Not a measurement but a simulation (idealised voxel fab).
Process module in this document: voxel self aligned vias
It is cross-section cut that appears here, measuring 175 nm in width, its square cells being 5 nm in size.
A cross-section is a grid of square cells, given in bands from the top down. A band is one or more rows of cells.
A band entry consists of two parts. The first gives the height of the band's top and the height of its bottom, in nm. The rest lists the band's materials from left to right, each with its width in nm. A single material labelled with the word "all across" fills the band from edge to edge, and the word "air" marks empty space.
Below 0: as-received wafer, all one material; heights counted from there. Lowest band: no bottom, goes on down, written "top 0, no bottom".
It should be noted that a width expressed as "30->40" varies in equal increments from row to row of cells within the band, taking the value of the first number at the top row and that of the second number at the bottom row.
"no alteration" -> step changed no cross-section cell.
Under "Fully sealed cavities" you'll find the enclosed gaps, the ones with no way out to the top, that are 8 cells or bigger; each reads width x height at distance, with distance counted from the left edge, everything in nm.
Formally, on a step line, whatever follows the settings is a remark that the simulator itself makes on the step.
The line of a step may include "overlay nm". On a step with a mask, this value is how far to the right of its planned place the mask lay. A negative value means the mask lay to the left.

-- Listed below are the process steps as planned
| 1 | RECEIVE (material Si) |
| 2 | CONFORMAL_DEP (material SiO2; thk nm 10) |
| 3 | CONFORMAL_DEP (material SiCN; thk nm 5) |
| 4 | DIRECTIONAL_DEP (material SiO2; thk nm 25) |
| 5 | PATTERN (tone open; mask id LINES; material resist; width nm 30; pitch nm 65; thk nm 20; overlay nm 0) |
| 6 | DIRECTIONAL_ETCH (etch materials SiO2; depth nm 25) |
| 7 | STRIP (etch materials resist) |
| 8 | CONFORMAL_DEP (material TiN; thk nm 5) |
| 9 | FILL_DEP (material W; thk nm 10) |
| 10 | CMP (height nm 40) |
| 11 | SELECTIVE_ETCH (etch materials W Ru TiN; depth nm 10) |
| 12 | FILL_DEP (material SiN; thk nm 10) |
| 13 | CMP (height nm 40) |
| 14 | DIRECTIONAL_DEP (material SiO2; thk nm 15) |
| 15 | DIRECTIONAL_DEP (material aC; thk nm 10) |
| 16 | PATTERN (tone open; mask id VIAS; material resist; width nm 50; thk nm 25; overlay nm 0) |
| 17 | DIRECTIONAL_ETCH (etch materials aC; depth nm 10) |
| 18 | STRIP (etch materials resist) |
| 19 | DIRECTIONAL_ETCH (etch materials SiO2; depth nm 15) |
| 20 | DIRECTIONAL_ETCH (etch materials SiN; depth nm 10) |
| 21 | STRIP (etch materials aC) |
| 22 | CONFORMAL_DEP (material TiN; thk nm 5) |
| 23 | FILL_DEP (material Ru; thk nm 10) |
| 24 | CMP (height nm 55) |
| 25 | CONFORMAL_DEP (material SiN; thk nm 5) |

-- first wafer, as planned

-- Cross-section of the wafer upon arrival, representing the state reached after step 1
  top 0, no bottom  Si all across
  Fully sealed cavities: none

-- Once step 2 is through, the wafer looks like this in cross-section
  top 10, bottom 0  SiO2 all across
  Beneath the level 0, the cross-section is identical to its previous state.

-- Once step 3 is through, the wafer looks like this in cross-section
  top 15, bottom 10  SiCN all across
  Beneath the level 10, the cross-section is identical to its previous state.

-- Once step 4 is through, the wafer looks like this in cross-section
  top 40, bottom 15  SiO2 all across
  Beneath the level 15, the cross-section is identical to its previous state.

-- Once step 5 is through, the wafer looks like this in cross-section
  top 60, bottom 40  resist 40 nm; air 30 nm; resist 35 nm; air 30 nm; resist 40 nm
  Beneath the level 40, the cross-section is identical to its previous state.

-- Once step 6 is through, the wafer looks like this in cross-section
  top 60, bottom 40  resist 40 nm; air 30 nm; resist 35 nm; air 30 nm; resist 40 nm
  top 40, bottom 15  SiO2 40 nm; air 30 nm; SiO2 35 nm; air 30 nm; SiO2 40 nm
  Beneath the level 15, the cross-section is identical to its previous state.

-- Once step 7 is through, the wafer looks like this in cross-section
  top 40, bottom 15  SiO2 40 nm; air 30 nm; SiO2 35 nm; air 30 nm; SiO2 40 nm
  Beneath the level 15, the cross-section is identical to its previous state.

-- Once step 8 is through, the wafer looks like this in cross-section
  top 45, bottom 40  TiN 45 nm; air 20 nm; TiN 45 nm; air 20 nm; TiN 45 nm
  top 40, bottom 20  SiO2 40 nm; TiN 5 nm; air 20 nm; TiN 5 nm; SiO2 35 nm; TiN 5 nm; air 20 nm; TiN 5 nm; SiO2 40 nm
  top 20, bottom 15  SiO2 40 nm; TiN 30 nm; SiO2 35 nm; TiN 30 nm; SiO2 40 nm
  Beneath the level 15, the cross-section is identical to its previous state.

-- Once step 9 is through, the wafer looks like this in cross-section
  top 55, bottom 45  W all across
  top 45, bottom 40  TiN 45 nm; W 20 nm; TiN 45 nm; W 20 nm; TiN 45 nm
  top 40, bottom 20  SiO2 40 nm; TiN 5 nm; W 20 nm; TiN 5 nm; SiO2 35 nm; TiN 5 nm; W 20 nm; TiN 5 nm; SiO2 40 nm
  Beneath the level 20, the cross-section is identical to its previous state.

-- Once step 10 is through, the wafer looks like this in cross-section
  top 40, bottom 20  SiO2 40 nm; TiN 5 nm; W 20 nm; TiN 5 nm; SiO2 35 nm; TiN 5 nm; W 20 nm; TiN 5 nm; SiO2 40 nm
  Beneath the level 20, the cross-section is identical to its previous state.

-- Once step 11 is through, the wafer looks like this in cross-section
  top 40, bottom 30  SiO2 40 nm; air 30 nm; SiO2 35 nm; air 30 nm; SiO2 40 nm
  Beneath the level 30, the cross-section is identical to its previous state.

-- Once step 12 is through, the wafer looks like this in cross-section
  top 50, bottom 40  SiN all across
  top 40, bottom 30  SiO2 40 nm; SiN 30 nm; SiO2 35 nm; SiN 30 nm; SiO2 40 nm
  Beneath the level 30, the cross-section is identical to its previous state.

-- Once step 13 is through, the wafer looks like this in cross-section
  top 40, bottom 30  SiO2 40 nm; SiN 30 nm; SiO2 35 nm; SiN 30 nm; SiO2 40 nm
  Beneath the level 30, the cross-section is identical to its previous state.

-- Once step 14 is through, the wafer looks like this in cross-section
  top 55, bottom 40  SiO2 all across
  Beneath the level 40, the cross-section is identical to its previous state.

-- Once step 15 is through, the wafer looks like this in cross-section
  top 65, bottom 55  aC all across
  Beneath the level 55, the cross-section is identical to its previous state.

-- Once step 16 is through, the wafer looks like this in cross-section
  top 90, bottom 65  resist 30 nm; air 50 nm; resist 95 nm
  Beneath the level 65, the cross-section is identical to its previous state.

-- Once step 17 is through, the wafer looks like this in cross-section
  top 80, bottom 65  resist 30 nm; air 50 nm; resist 95 nm
  top 65, bottom 55  aC 30 nm; air 50 nm; aC 95 nm
  Beneath the level 55, the cross-section is identical to its previous state.

-- Once step 18 is through, the wafer looks like this in cross-section
  top 65, bottom 55  aC 30 nm; air 50 nm; aC 95 nm
  Beneath the level 55, the cross-section is identical to its previous state.

-- Once step 19 is through, the wafer looks like this in cross-section
  top 65, bottom 55  aC 30 nm; air 50 nm; aC 95 nm
  top 55, bottom 40  SiO2 30 nm; air 50 nm; SiO2 95 nm
  Beneath the level 40, the cross-section is identical to its previous state.

-- Once step 20 is through, the wafer looks like this in cross-section
  top 65, bottom 55  aC 30 nm; air 50 nm; aC 95 nm
  top 55, bottom 40  SiO2 30 nm; air 50 nm; SiO2 95 nm
  top 40, bottom 30  SiO2 40 nm; air 30 nm; SiO2 35 nm; SiN 30 nm; SiO2 40 nm
  Beneath the level 30, the cross-section is identical to its previous state.

-- Once step 21 is through, the wafer looks like this in cross-section
  top 55, bottom 40  SiO2 30 nm; air 50 nm; SiO2 95 nm
  Beneath the level 40, the cross-section is identical to its previous state.

-- Once step 22 is through, the wafer looks like this in cross-section
  top 60, bottom 55  TiN 35 nm; air 40 nm; TiN 100 nm
  top 55, bottom 45  SiO2 30 nm; TiN 5 nm; air 40 nm; TiN 5 nm; SiO2 95 nm
  top 45, bottom 40  SiO2 30 nm; TiN 15 nm; air 20 nm; TiN 15 nm; SiO2 95 nm
  top 40, bottom 35  SiO2 40 nm; TiN 5 nm; air 20 nm; TiN 5 nm; SiO2 35 nm; SiN 30 nm; SiO2 40 nm
  top 35, bottom 30  SiO2 40 nm; TiN 30 nm; SiO2 35 nm; SiN 30 nm; SiO2 40 nm
  Beneath the level 30, the cross-section is identical to its previous state.

-- Once step 23 is through, the wafer looks like this in cross-section
  top 70, bottom 60  Ru all across
  top 60, bottom 55  TiN 35 nm; Ru 40 nm; TiN 100 nm
  top 55, bottom 45  SiO2 30 nm; TiN 5 nm; Ru 40 nm; TiN 5 nm; SiO2 95 nm
  top 45, bottom 40  SiO2 30 nm; TiN 15 nm; Ru 20 nm; TiN 15 nm; SiO2 95 nm
  top 40, bottom 35  SiO2 40 nm; TiN 5 nm; Ru 20 nm; TiN 5 nm; SiO2 35 nm; SiN 30 nm; SiO2 40 nm
  Beneath the level 35, the cross-section is identical to its previous state.

-- Once step 24 is through, the wafer looks like this in cross-section
  top 55, bottom 45  SiO2 30 nm; TiN 5 nm; Ru 40 nm; TiN 5 nm; SiO2 95 nm
  Beneath the level 45, the cross-section is identical to its previous state.

-- Once step 25 is through, the wafer looks like this in cross-section
  top 60, bottom 55  SiN all across
  Beneath the level 55, the cross-section is identical to its previous state.

-- Wafer two. Same start, same plan, one slip in execution. Same as wafer one through step 4, inclusive

-- X-section, second wafer, when step 5 was due to finish
  top 60, bottom 40  resist 45 nm; air 30 nm; resist 35 nm; air 30 nm; resist 35 nm
  Beneath the level 40, the cross-section is identical to its previous state.

-- X-section, second wafer, when step 6 was due to finish
  top 60, bottom 40  resist 45 nm; air 30 nm; resist 35 nm; air 30 nm; resist 35 nm
  top 40, bottom 15  SiO2 45 nm; air 30 nm; SiO2 35 nm; air 30 nm; SiO2 35 nm
  Beneath the level 15, the cross-section is identical to its previous state.

-- X-section, second wafer, when step 7 was due to finish
  top 40, bottom 15  SiO2 45 nm; air 30 nm; SiO2 35 nm; air 30 nm; SiO2 35 nm
  Beneath the level 15, the cross-section is identical to its previous state.

-- X-section, second wafer, when step 8 was due to finish
  top 45, bottom 40  TiN 50 nm; air 20 nm; TiN 45 nm; air 20 nm; TiN 40 nm
  top 40, bottom 20  SiO2 45 nm; TiN 5 nm; air 20 nm; TiN 5 nm; SiO2 35 nm; TiN 5 nm; air 20 nm; TiN 5 nm; SiO2 35 nm
  top 20, bottom 15  SiO2 45 nm; TiN 30 nm; SiO2 35 nm; TiN 30 nm; SiO2 35 nm
  Beneath the level 15, the cross-section is identical to its previous state.

-- X-section, second wafer, when step 9 was due to finish
  top 55, bottom 45  W all across
  top 45, bottom 40  TiN 50 nm; W 20 nm; TiN 45 nm; W 20 nm; TiN 40 nm
  top 40, bottom 20  SiO2 45 nm; TiN 5 nm; W 20 nm; TiN 5 nm; SiO2 35 nm; TiN 5 nm; W 20 nm; TiN 5 nm; SiO2 35 nm
  Beneath the level 20, the cross-section is identical to its previous state.

-- X-section, second wafer, when step 10 was due to finish
  top 40, bottom 20  SiO2 45 nm; TiN 5 nm; W 20 nm; TiN 5 nm; SiO2 35 nm; TiN 5 nm; W 20 nm; TiN 5 nm; SiO2 35 nm
  Beneath the level 20, the cross-section is identical to its previous state.

-- X-section, second wafer, when step 11 was due to finish
  top 40, bottom 30  SiO2 45 nm; air 30 nm; SiO2 35 nm; air 30 nm; SiO2 35 nm
  Beneath the level 30, the cross-section is identical to its previous state.

-- X-section, second wafer, when step 12 was due to finish
  top 50, bottom 40  SiN all across
  top 40, bottom 30  SiO2 45 nm; SiN 30 nm; SiO2 35 nm; SiN 30 nm; SiO2 35 nm
  Beneath the level 30, the cross-section is identical to its previous state.

-- X-section, second wafer, when step 13 was due to finish
  top 40, bottom 30  SiO2 45 nm; SiN 30 nm; SiO2 35 nm; SiN 30 nm; SiO2 35 nm
  Beneath the level 30, the cross-section is identical to its previous state.

-- X-section, second wafer, when step 14 was due to finish
  top 55, bottom 40  SiO2 all across
  Beneath the level 40, the cross-section is identical to its previous state.

-- X-section, second wafer, when step 15 was due to finish
  top 65, bottom 55  aC all across
  Beneath the level 55, the cross-section is identical to its previous state.

-- X-section, second wafer, when step 16 was due to finish
  top 90, bottom 65  resist 30 nm; air 50 nm; resist 95 nm
  Beneath the level 65, the cross-section is identical to its previous state.

-- X-section, second wafer, when step 17 was due to finish
  top 80, bottom 65  resist 30 nm; air 50 nm; resist 95 nm
  top 65, bottom 55  aC 30 nm; air 50 nm; aC 95 nm
  Beneath the level 55, the cross-section is identical to its previous state.

-- X-section, second wafer, when step 18 was due to finish
  top 65, bottom 55  aC 30 nm; air 50 nm; aC 95 nm
  Beneath the level 55, the cross-section is identical to its previous state.

-- X-section, second wafer, when step 19 was due to finish
  top 65, bottom 55  aC 30 nm; air 50 nm; aC 95 nm
  top 55, bottom 40  SiO2 30 nm; air 50 nm; SiO2 95 nm
  Beneath the level 40, the cross-section is identical to its previous state.

-- X-section, second wafer, when step 20 was due to finish
  top 65, bottom 55  aC 30 nm; air 50 nm; aC 95 nm
  top 55, bottom 40  SiO2 30 nm; air 50 nm; SiO2 95 nm
  top 40, bottom 30  SiO2 45 nm; air 30 nm; SiO2 35 nm; SiN 30 nm; SiO2 35 nm
  Beneath the level 30, the cross-section is identical to its previous state.

-- X-section, second wafer, when step 21 was due to finish
  top 55, bottom 40  SiO2 30 nm; air 50 nm; SiO2 95 nm
  Beneath the level 40, the cross-section is identical to its previous state.

-- X-section, second wafer, when step 22 was due to finish
  top 60, bottom 55  TiN 35 nm; air 40 nm; TiN 100 nm
  top 55, bottom 45  SiO2 30 nm; TiN 5 nm; air 40 nm; TiN 5 nm; SiO2 95 nm
  top 45, bottom 40  SiO2 30 nm; TiN 20 nm; air 20 nm; TiN 10 nm; SiO2 95 nm
  top 40, bottom 35  SiO2 45 nm; TiN 5 nm; air 20 nm; TiN 5 nm; SiO2 35 nm; SiN 30 nm; SiO2 35 nm
  top 35, bottom 30  SiO2 45 nm; TiN 30 nm; SiO2 35 nm; SiN 30 nm; SiO2 35 nm
  Beneath the level 30, the cross-section is identical to its previous state.

-- X-section, second wafer, when step 23 was due to finish
  top 70, bottom 60  Ru all across
  top 60, bottom 55  TiN 35 nm; Ru 40 nm; TiN 100 nm
  top 55, bottom 45  SiO2 30 nm; TiN 5 nm; Ru 40 nm; TiN 5 nm; SiO2 95 nm
  top 45, bottom 40  SiO2 30 nm; TiN 20 nm; Ru 20 nm; TiN 10 nm; SiO2 95 nm
  top 40, bottom 35  SiO2 45 nm; TiN 5 nm; Ru 20 nm; TiN 5 nm; SiO2 35 nm; SiN 30 nm; SiO2 35 nm
  Beneath the level 35, the cross-section is identical to its previous state.

-- X-section, second wafer, when step 24 was due to finish
  top 55, bottom 45  SiO2 30 nm; TiN 5 nm; Ru 40 nm; TiN 5 nm; SiO2 95 nm
  Beneath the level 45, the cross-section is identical to its previous state.

-- X-section, second wafer, when step 25 was due to finish
  top 60, bottom 55  SiN all across
  Beneath the level 55, the cross-section is identical to its previous state.
Here's what went sideways: the process deviated at step 5: the operation and settings actually run there were PATTERN (tone open; mask id LINES; material resist; width nm 30; pitch nm 65; thk nm 20; overlay nm 5)
At the close, every material occupies the same number of cells on the second wafer as on the first, only in different positions.
